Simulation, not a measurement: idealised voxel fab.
The name of this process module is voxel spacer lines.
Shown is cross-section cut, with a width of 240 nm and square cells of size 5 nm.
Square cells in a grid make up a cross-section in this document, and the grid is given as bands, listed from the top down, each one or more rows of cells.
Heights first: top, then bottom, in nm. Then materials, left to right, each with a width in nm. "full width" on a single material: fills the band edge to edge. "air": empty space.
We count height from 0. Below that, the starting wafer is all one material. The lowest band never ends at the bottom but goes on down; see "0..down" for how that is written.
It should be noted that a width expressed as "30 to 40" varies in equal increments from row to row of cells within the band, taking the value of the first number at the top row and that of the second number at the bottom row.
Reading "stayed the same" for a step: not a cell of the cross-section changed in it.
If an empty space has no open way to the top and is at least 8 cells in size, "Closed-off voids" lists it, written width x height at distance, where distance is measured from the left edge and every value is in nm.
Step line, after settings: the simulator's comment on this step.
overlay nm: for a step with a mask, the amount by which the mask lay right of where it was planned; a negative amount means left of it.

## The steps planned for the process are as follows
1: RECEIVE (material Si)
2: CONFORMAL_DEP (material Al2O3; thk nm 10)
3: DIRECTIONAL_DEP (material polySi; thk nm 20)
4: DIRECTIONAL_DEP (material aC; thk nm 30)
5: PATTERN (tone cover; mask id MANDREL; material resist; width nm 20; pitch nm 60; thk nm 40; overlay nm 0)
6: DIRECTIONAL_ETCH (etch materials aC; depth nm 30)
7: STRIP (etch materials resist)
8: CONFORMAL_DEP (material SiO2; thk nm 10)
9: DIRECTIONAL_ETCH (etch materials SiO2; depth nm 10)
10: STRIP (etch materials aC)
11: DIRECTIONAL_ETCH (etch materials polySi; depth nm 20)
12: STRIP (etch materials SiO2)

## As-received wafer cross-section (after step 1)
- 0..down  Si full width
- Closed-off voids: none

## Cross-sectional image of the first of two wafers at the end of the module, the run having proceeded as planned
- 30..10  40 of air / 10 of polySi / 20 of air / 10 of polySi / 20 of air / 10 of polySi / 20 of air / 10 of polySi / 20 of air / 10 of polySi / 20 of air / 10 of polySi / 40 of air
- 10..0  Al2O3 full width
- 0..down  Si full width
- Closed-off voids: none

## Cross-sectional view of the second of two wafers upon completion of the module. This wafer shared its starting condition and process plan with the first; one error was made during its execution
- 35..15  40 of air / 10 of polySi / 20 of air / 10 of polySi / 20 of air / 10 of polySi / 20 of air / 10 of polySi / 20 of air / 10 of polySi / 20 of air / 10 of polySi / 40 of air
- 15..0  Al2O3 full width
- 0..down  Si full width
- Closed-off voids: none
Plan not followed: step 2 did not use the planned setting and instead ran as CONFORMAL_DEP (material Al2O3; thk nm 15)
Final cells, second wafer relative to first, materials higher or lower: +48 Al2O3
